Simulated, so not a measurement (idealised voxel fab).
process module | voxel capacitor over wiring
cross-section cut | 220 nm wide | cells 5 nm
A cross-section is a grid of square cells, given in bands from the top down. A band is one or more rows of cells.
Each band's line starts with the height of the band's top and of its bottom, in nm. Then come its materials from left to right, each with its width in nm. One material with "throughout" fills the band from edge to edge. "air" is empty space.
Height 0 is the level under which the wafer as received is all one material. The lowest band goes on downwards, as in "0 down".
A width such as "30 to 40" changes by the same amount from each row of cells to the next, from the band's top row to its bottom row.
"no change" after a step means that no cell of the cross-section changed.
closed voids: empty space of 8 cells or more with no open way to the top, each as width x height at its distance from the left edge, in nm
after a step's settings: what the simulator itself notes on the step
overlay nm, on a step with a mask: how far to the right of its planned place the mask lay; to the left if negative
plan
1 op RECEIVE | material Si
2 op CONFORMAL_DEP | material SiO2 | thk nm 15
3 op DIRECTIONAL_DEP | material TiN | thk nm 5
4 op DIRECTIONAL_DEP | material W | thk nm 20
5 op DIRECTIONAL_DEP | material aC | thk nm 10
6 op PATTERN | tone cover | mask id METAL_1 | material resist | width nm 20 | pitch nm 70 | thk nm 30 | overlay nm 0
7 op DIRECTIONAL_ETCH | etch materials aC | depth nm 10
8 op STRIP | etch materials resist
9 op DIRECTIONAL_ETCH | etch materials W | depth nm 20
10 op DIRECTIONAL_ETCH | etch materials TiN | depth nm 5
11 op STRIP | etch materials aC
12 op CONFORMAL_DEP | material SiCN | thk nm 5
13 op FILL_DEP | material lowk | thk nm 5
14 op CMP | height nm 40
15 op CONFORMAL_DEP | material SiCN | thk nm 5
16 op DIRECTIONAL_DEP | material lowk | thk nm 20
17 op PATTERN | tone open | mask id PLUG_1 | material resist | width nm 15 | thk nm 20 | overlay nm 0
18 op DIRECTIONAL_ETCH | etch materials lowk | depth nm 20
19 op DIRECTIONAL_ETCH | etch materials SiCN | depth nm 5
20 op STRIP | etch materials resist
21 op CONFORMAL_DEP | material TiN | thk nm 5
22 op FILL_DEP | material Ru | thk nm 5
23 op CMP | height nm 65
24 op DIRECTIONAL_DEP | material TiN | thk nm 10
25 op DIRECTIONAL_DEP | material HfO2 | thk nm 5
26 op DIRECTIONAL_DEP | material TiN | thk nm 10
27 op PATTERN | tone cover | mask id UPPER_PLATE | material resist | width nm 45 | thk nm 15 | overlay nm 0
28 op DIRECTIONAL_ETCH | etch materials TiN | depth nm 10
29 op DIRECTIONAL_ETCH | etch materials HfO2 | depth nm 5
30 op STRIP | etch materials resist
31 op PATTERN | tone cover | mask id LOWER_PLATE | material resist | width nm 65 | thk nm 15 | overlay nm 0
32 op DIRECTIONAL_ETCH | etch materials TiN | depth nm 10
33 op STRIP | etch materials resist
34 op FILL_DEP | material SiO2 | thk nm 15
35 op CMP | height nm 100
36 op DIRECTIONAL_DEP | material aC | thk nm 15
37 op PATTERN | tone open | mask id PLUG_2 | material resist | width nm 15 | thk nm 30 | overlay nm 0
38 op DIRECTIONAL_ETCH | etch materials aC | depth nm 15
39 op STRIP | etch materials resist
40 op DIRECTIONAL_ETCH | etch materials SiO2 | depth nm 10
41 op STRIP | etch materials aC
42 op CONFORMAL_DEP | material TiN | thk nm 5
43 op FILL_DEP | material Cu | thk nm 10
44 op CMP | height nm 100
45 op CONFORMAL_DEP | material SiN | thk nm 5
varied across the wafers: width nm of step 27. The plan shows the first wafer's value. All wafers start alike
first wafer as received, after step 1
  0 down: Si throughout
  closed voids: none
first wafer at the end, after step 45
  105 to 100: SiN throughout
  100 to 95: SiO2 80 | TiN 5 | Cu 5 | TiN 5 | SiO2 125
  95 to 90: SiO2 80 | TiN 15 | SiO2 125
  90 to 80: SiO2 75 | TiN 45 | SiO2 100
  80 to 75: SiO2 75 | HfO2 45 | SiO2 100
  75 to 65: SiO2 65 | TiN 65 | SiO2 90
  65 to 45: lowk 70 | TiN 5 | Ru 5 | TiN 5 | lowk 135
  45 to 40: SiCN 70 | TiN 15 | SiCN 135
  40 to 20: lowk 60 | SiCN 5 | W 20 | SiCN 5 | lowk 40 | SiCN 5 | W 20 | SiCN 5 | lowk 60
  20 to 15: SiCN 65 | TiN 20 | SiCN 50 | TiN 20 | SiCN 65
  15 to 0: SiO2 throughout
  0 down: Si throughout
  closed voids: none
last wafer at the end
  105 to 100: SiN throughout
  100 to 95: SiO2 80 | TiN 5 | Cu 5 | TiN 5 | SiO2 125
  95 to 90: SiO2 80 | TiN 15 | SiO2 125
  90 to 80: SiO2 65 | TiN 65 | SiO2 90
  80 to 75: SiO2 65 | HfO2 70 | SiO2 85
  75 to 65: SiO2 65 | TiN 70 | SiO2 85
  65 to 45: lowk 70 | TiN 5 | Ru 5 | TiN 5 | lowk 135
  45 to 40: SiCN 70 | TiN 15 | SiCN 135
  40 to 20: lowk 60 | SiCN 5 | W 20 | SiCN 5 | lowk 40 | SiCN 5 | W 20 | SiCN 5 | lowk 60
  20 to 15: SiCN 65 | TiN 20 | SiCN 50 | TiN 20 | SiCN 65
  15 to 0: SiO2 throughout
  0 down: Si throughout
  closed voids: none
each wafer at the end: cells of each material gained (+) or lost (-) since it was received, then its closed voids
width nm 45 | +1 Cu | +9 HfO2 | +4 Ru | +93 SiCN | +44 SiN | +381 SiO2 | +68 TiN | +32 W | +292 lowk | closed voids: none
width nm 50 | +1 Cu | +10 HfO2 | +4 Ru | +93 SiCN | +44 SiN | +378 SiO2 | +70 TiN | +32 W | +292 lowk | closed voids: none
width nm 55 | +1 Cu | +11 HfO2 | +4 Ru | +93 SiCN | +44 SiN | +375 SiO2 | +72 TiN | +32 W | +292 lowk | closed voids: none
width nm 60 | +1 Cu | +12 HfO2 | +4 Ru | +93 SiCN | +44 SiN | +372 SiO2 | +74 TiN | +32 W | +292 lowk | closed voids: none
width nm 65 | +1 Cu | +13 HfO2 | +4 Ru | +93 SiCN | +44 SiN | +369 SiO2 | +76 TiN | +32 W | +292 lowk | closed voids: none
width nm 70 | +1 Cu | +14 HfO2 | +4 Ru | +93 SiCN | +44 SiN | +366 SiO2 | +78 TiN | +32 W | +292 lowk | closed voids: none
